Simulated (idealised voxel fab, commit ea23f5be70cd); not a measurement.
process module | voxel gate over fins
cross-section cut | 235 nm wide | cells 5 nm
A cross-section is a grid of square cells, given in bands from the top down. A band is one or more rows of cells.
Each band's line starts with the height of the band's top and of its bottom, in nm. Then come its materials from left to right, each with its width in nm. One material with "throughout" fills the band from edge to edge. "air" is empty space.
Height 0 is the level under which the wafer as received is all one material. The lowest band goes on downwards, as in "0 down".
A width such as "30 to 40" changes by the same amount from each row of cells to the next, from the band's top row to its bottom row.
"no change" after a step means that no cell of the cross-section changed.
closed voids: empty space of 8 cells or more with no open way to the top, each as width x height at its distance from the left edge, in nm
after a step's settings: what the simulator itself notes on the step
overlay nm, on a step with a mask: how far to the right of its planned place the mask lay; to the left if negative
plan
1 op RECEIVE | material Si
2 op CONFORMAL_DEP | material SiN | thk nm 5
3 op PATTERN | tone cover | mask id FINS | material resist | width nm 15 | pitch nm 35 | thk nm 15 | overlay nm 0
4 op DIRECTIONAL_ETCH | etch materials SiN | depth nm 5
5 op DIRECTIONAL_ETCH | etch materials Si | depth nm 35
6 op STRIP | etch materials resist
7 op FILL_DEP | material SiO2 | thk nm 5
8 op CMP | height nm 5
9 op SELECTIVE_ETCH | etch materials SiO2 | depth nm 15
10 op STRIP | etch materials SiN
11 op CONFORMAL_DEP | material HfO2 | thk nm 5
12 op CONFORMAL_DEP | material TiN | thk nm 5
13 op FILL_DEP | material W | thk nm 10
14 op CMP | height nm 15
15 op CONFORMAL_DEP | material SiN | thk nm 5
as received, after step 1
  0 down: Si throughout
  closed voids: none
first wafer at the end, as planned
  20 to 15: SiN throughout
  15 to 10: W throughout
  10 to 5: W 65 | TiN 105 | W 65
  5 to 0: W 65 | TiN 5 | HfO2 25 | TiN 10 | HfO2 25 | TiN 10 | HfO2 25 | TiN 5 | W 65
  0 to -5: TiN 70 | HfO2 5 | Si 15 | HfO2 5 | TiN 10 | HfO2 5 | Si 15 | HfO2 5 | TiN 10 | HfO2 5 | Si 15 | HfO2 5 | TiN 70
  -5 to -10: HfO2 75 | Si 15 | HfO2 20 | Si 15 | HfO2 20 | Si 15 | HfO2 75
  -10 to -35: SiO2 75 | Si 15 | SiO2 20 | Si 15 | SiO2 20 | Si 15 | SiO2 75
  -35 down: Si throughout
  closed voids: none
second wafer at the end: like start, like plan, one mistake
  20 to 15: SiN throughout
  15 to 10: W throughout
  10 to 5: TiN throughout
  5 to 0: HfO2 80 | TiN 5 | HfO2 30 | TiN 5 | HfO2 30 | TiN 5 | HfO2 80
  0 to -5: Si 75 | HfO2 5 | TiN 5 | HfO2 5 | Si 20 | HfO2 5 | TiN 5 | HfO2 5 | Si 20 | HfO2 5 | TiN 5 | HfO2 5 | Si 75
  -5 to -10: Si 75 | HfO2 15 | Si 20 | HfO2 15 | Si 20 | HfO2 15 | Si 75
  -10 to -35: Si 75 | SiO2 15 | Si 20 | SiO2 15 | Si 20 | SiO2 15 | Si 75
  -35 down: Si throughout
  closed voids: none
what went wrong: step 3 ran as: op PATTERN | tone open | mask id FINS | material resist | width nm 15 | pitch nm 35 | thk nm 15 | overlay nm 0
at the end the second wafer has, in cells: 203 more of Si | 145 fewer of SiO2 | 6 fewer of TiN | 52 fewer of W
